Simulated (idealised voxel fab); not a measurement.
Documented hereafter: the process module known as voxel plated lines.
We display cut, a cross-section 265 nm in width whose square cells are each 5 nm.
Format of a cross-section: grid, square cells. Given as bands. Order: top down. Band: one or more rows of cells. This entry defines a band. It first specifies the height of the band's top and the height of its bottom in nm, and then specifies the band's materials from left to right, stating each material with its width in nm. The word "full width" identifies a single material that fills the band from edge to edge, while the word "blank" identifies empty space. Convention: height 0 is the level below which the wafer, as received, is all one material. The lowest band does not terminate at the bottom but continues downward, represented as "0 down". It should be noted that a width expressed as "30..40" varies in equal increments from row to row of cells within the band, taking the value of the first number at the top row and that of the second number at the bottom row. Where a step carries "no alteration", the cross-section came out of it unchanged, cell for cell. The label "Closed empty spaces" introduces a list of the empty spaces, 8 cells or larger, that have no open way up to the top; each entry in it reads width x height at distance, where the distance is taken from the left edge and all three are stated in nm. Post-settings text on a step line: simulator's own remark regarding the step. Each step line may optionally specify "overlay nm", which for a step with a mask gives the rightward distance between the mask's planned place and where it lay, a negative value indicating the leftward direction.
**Here's what the planned process steps look like**
1 RECEIVE with material Si
2 CONFORMAL_DEP with material SiO2, thk nm 10
3 DIRECTIONAL_DEP with material TiN, thk nm 5
4 PATTERN with tone open, mask id LINES, material resist, width nm 30, pitch nm 50, thk nm 35, overlay nm 0
5 EPI with material Ru, thk nm 10
6 EPI with material Ru, thk nm 10
7 EPI with material Ru, thk nm 10
8 STRIP with etch materials resist
9 DIRECTIONAL_ETCH with etch materials TiN, depth nm 5
10 CONFORMAL_DEP with material SiCN, thk nm 5
**Wafer at receipt (post step 1), cross-section**
> 0 down | Si full width
> Closed empty spaces: none
**Final cross-section, module run with one mistake (start and plan as above)**
> 20 to 15 | SiCN full width
> 15 to 5 | SiO2 full width
> 5 to 0 | TiN full width
> 0 down | Si full width
> Closed empty spaces: none
What broke from the plan during processing? steps 2 and 3 were swapped
